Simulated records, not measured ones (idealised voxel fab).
Documented hereafter: the process module known as voxel ribs on slabs.
Section shown: cut. Width: 215 nm. Cell size: 5 nm, square.
Each cross-section below is a grid of square cells, stated as bands in top-down order, with one or more rows of cells making up each band. Band: top height; bottom height; in nm. Then, left to right: material with width in nm, for each material. "everywhere": a single material spanning edge to edge. "blank": empty space. Heights are reckoned from 0. Under this level, the received wafer is all of one material. The bottommost band is open-ended downward, for example "0..down". Think of "30->40" as a width that walks from the first number to the second as you go down the band, top row to bottom row, taking equal-sized steps from row to row. Key: "identical to before" - step with no changed cell in the cross-section. "Closed void listing" - sealed voids, min. 8 cells, no opening to top; format: width x height at distance (distance from left edge; nm throughout). Text after the settings on a step's line: the simulator's own remark on that step. overlay nm: mask right of planned place by this much (step with mask). Neg. = left.
The steps planned for the process are as follows
| 1 | RECEIVE: material Si |
| 2 | DIRECTIONAL_DEP: material SiO2, thk nm 30 |
| 3 | DIRECTIONAL_DEP: material polySi, thk nm 15 |
| 4 | PATTERN: tone cover, mask id RIB, material resist, width nm 20, thk nm 15, overlay nm 0 |
| 5 | DIRECTIONAL_ETCH: etch materials polySi, depth nm 10 |
| 6 | STRIP: etch materials resist |
| 7 | DIRECTIONAL_DEP: material aC, thk nm 10 |
| 8 | PATTERN: tone cover, mask id SLAB, material resist, width nm 70, thk nm 30, overlay nm 0 |
| 9 | DIRECTIONAL_ETCH: etch materials aC, depth nm 10 |
| 10 | STRIP: etch materials resist |
| 11 | DIRECTIONAL_ETCH: etch materials polySi, depth nm 5 |
| 12 | STRIP: etch materials aC |
| 13 | FILL_DEP: material SiO2, thk nm 20 |
| 14 | CMP: height nm 55 |
| 15 | DIRECTIONAL_DEP: material TiN, thk nm 5 |
| 16 | DIRECTIONAL_DEP: material aC, thk nm 10 |
| 17 | PATTERN: tone cover, mask id HEATER, material resist, width nm 30, thk nm 30, overlay nm 0 |
| 18 | DIRECTIONAL_ETCH: etch materials aC, depth nm 10 |
| 19 | STRIP: etch materials resist |
| 20 | DIRECTIONAL_ETCH: etch materials TiN, depth nm 5 |
| 21 | STRIP: etch materials aC |
| 22 | CONFORMAL_DEP: material SiO2, thk nm 5 |
The first of the two wafers, which ran as planned
Wafer cross-section on receipt, i.e. after step 1
0..down: Si everywhere
Closed void listing: none
State of the wafer after step 2, shown in cross-section
30..0: SiO2 everywhere
Rest of section, below 0: as before.
State of the wafer after step 3, shown in cross-section
45..30: polySi everywhere
Rest of section, below 30: as before.
State of the wafer after step 4, shown in cross-section
60..45: 95 of blank; 20 of resist; 100 of blank
Rest of section, below 45: as before.
State of the wafer after step 5, shown in cross-section
60..45: 95 of blank; 20 of resist; 100 of blank
45..35: 95 of blank; 20 of polySi; 100 of blank
Rest of section, below 35: as before.
State of the wafer after step 6, shown in cross-section
45..35: 95 of blank; 20 of polySi; 100 of blank
Rest of section, below 35: as before.
State of the wafer after step 7, shown in cross-section
55..45: 95 of blank; 20 of aC; 100 of blank
45..35: 95 of aC; 20 of polySi; 100 of aC
Rest of section, below 35: as before.
State of the wafer after step 8, shown in cross-section
85..55: 70 of blank; 70 of resist; 75 of blank
55..45: 70 of blank; 25 of resist; 20 of aC; 25 of resist; 75 of blank
Rest of section, below 45: as before.
State of the wafer after step 9, shown in cross-section
75..55: 70 of blank; 70 of resist; 75 of blank
55..45: 70 of blank; 25 of resist; 20 of aC; 25 of resist; 75 of blank
45..35: 70 of blank; 25 of aC; 20 of polySi; 25 of aC; 75 of blank
Rest of section, below 35: as before.
State of the wafer after step 10, shown in cross-section
55..45: 95 of blank; 20 of aC; 100 of blank
Rest of section, below 45: as before.
State of the wafer after step 11, shown in cross-section
55..45: 95 of blank; 20 of aC; 100 of blank
45..35: 70 of blank; 25 of aC; 20 of polySi; 25 of aC; 75 of blank
35..30: 70 of blank; 70 of polySi; 75 of blank
Rest of section, below 30: as before.
State of the wafer after step 12, shown in cross-section
45..35: 95 of blank; 20 of polySi; 100 of blank
Rest of section, below 35: as before.
State of the wafer after step 13, shown in cross-section
65..45: SiO2 everywhere
45..35: 95 of SiO2; 20 of polySi; 100 of SiO2
35..30: 70 of SiO2; 70 of polySi; 75 of SiO2
Rest of section, below 30: as before.
State of the wafer after step 14, shown in cross-section
55..45: SiO2 everywhere
Rest of section, below 45: as before.
State of the wafer after step 15, shown in cross-section
60..55: TiN everywhere
Rest of section, below 55: as before.
State of the wafer after step 16, shown in cross-section
70..60: aC everywhere
Rest of section, below 60: as before.
State of the wafer after step 17, shown in cross-section
100..70: 90 of blank; 30 of resist; 95 of blank
Rest of section, below 70: as before.
State of the wafer after step 18, shown in cross-section
90..70: 90 of blank; 30 of resist; 95 of blank
70..60: 90 of blank; 30 of aC; 95 of blank
Rest of section, below 60: as before.
State of the wafer after step 19, shown in cross-section
70..60: 90 of blank; 30 of aC; 95 of blank
Rest of section, below 60: as before.
State of the wafer after step 20, shown in cross-section
70..60: 90 of blank; 30 of aC; 95 of blank
60..55: 90 of blank; 30 of TiN; 95 of blank
Rest of section, below 55: as before.
State of the wafer after step 21, shown in cross-section
60..55: 90 of blank; 30 of TiN; 95 of blank
Rest of section, below 55: as before.
State of the wafer after step 22, shown in cross-section
65..60: 85 of blank; 40 of SiO2; 90 of blank
60..55: 90 of SiO2; 30 of TiN; 95 of SiO2
Rest of section, below 55: as before.
Wafer two. Identical start, identical plan. One mistake in execution. Identical history through step 7
Cross-section of the second wafer when, according to plan, step 8 should have finished
85..55: 80 of blank; 70 of resist; 65 of blank
55..45: 80 of blank; 15 of resist; 20 of aC; 35 of resist; 65 of blank
Rest of section, below 45: as before.
Cross-section of the second wafer when, according to plan, step 9 should have finished
75..55: 80 of blank; 70 of resist; 65 of blank
55..45: 80 of blank; 15 of resist; 20 of aC; 35 of resist; 65 of blank
45..35: 80 of blank; 15 of aC; 20 of polySi; 35 of aC; 65 of blank
Rest of section, below 35: as before.
Cross-section of the second wafer when, according to plan, step 10 should have finished
55..45: 95 of blank; 20 of aC; 100 of blank
Rest of section, below 45: as before.
Cross-section of the second wafer when, according to plan, step 11 should have finished
55..45: 95 of blank; 20 of aC; 100 of blank
45..35: 80 of blank; 15 of aC; 20 of polySi; 35 of aC; 65 of blank
35..30: 80 of blank; 70 of polySi; 65 of blank
Rest of section, below 30: as before.
Cross-section of the second wafer when, according to plan, step 12 should have finished
45..35: 95 of blank; 20 of polySi; 100 of blank
Rest of section, below 35: as before.
Cross-section of the second wafer when, according to plan, step 13 should have finished
65..45: SiO2 everywhere
45..35: 95 of SiO2; 20 of polySi; 100 of SiO2
35..30: 80 of SiO2; 70 of polySi; 65 of SiO2
Rest of section, below 30: as before.
Cross-section of the second wafer when, according to plan, step 14 should have finished
55..45: SiO2 everywhere
Rest of section, below 45: as before.
Cross-section of the second wafer when, according to plan, step 15 should have finished
60..55: TiN everywhere
Rest of section, below 55: as before.
Cross-section of the second wafer when, according to plan, step 16 should have finished
70..60: aC everywhere
Rest of section, below 60: as before.
Cross-section of the second wafer when, according to plan, step 17 should have finished
100..70: 90 of blank; 30 of resist; 95 of blank
Rest of section, below 70: as before.
Cross-section of the second wafer when, according to plan, step 18 should have finished
90..70: 90 of blank; 30 of resist; 95 of blank
70..60: 90 of blank; 30 of aC; 95 of blank
Rest of section, below 60: as before.
Cross-section of the second wafer when, according to plan, step 19 should have finished
70..60: 90 of blank; 30 of aC; 95 of blank
Rest of section, below 60: as before.
Cross-section of the second wafer when, according to plan, step 20 should have finished
70..60: 90 of blank; 30 of aC; 95 of blank
60..55: 90 of blank; 30 of TiN; 95 of blank
Rest of section, below 55: as before.
Cross-section of the second wafer when, according to plan, step 21 should have finished
60..55: 90 of blank; 30 of TiN; 95 of blank
Rest of section, below 55: as before.
Cross-section of the second wafer when, according to plan, step 22 should have finished
65..60: 85 of blank; 40 of SiO2; 90 of blank
60..55: 90 of SiO2; 30 of TiN; 95 of SiO2
Rest of section, below 55: as before.
Which mistake was made when the wafer was run? step 8 did not happen as planned, as run it was PATTERN: tone cover, mask id SLAB, material resist, width nm 70, thk nm 30, overlay nm 10
Cell counts per material: same on both final wafers. Positions: different.
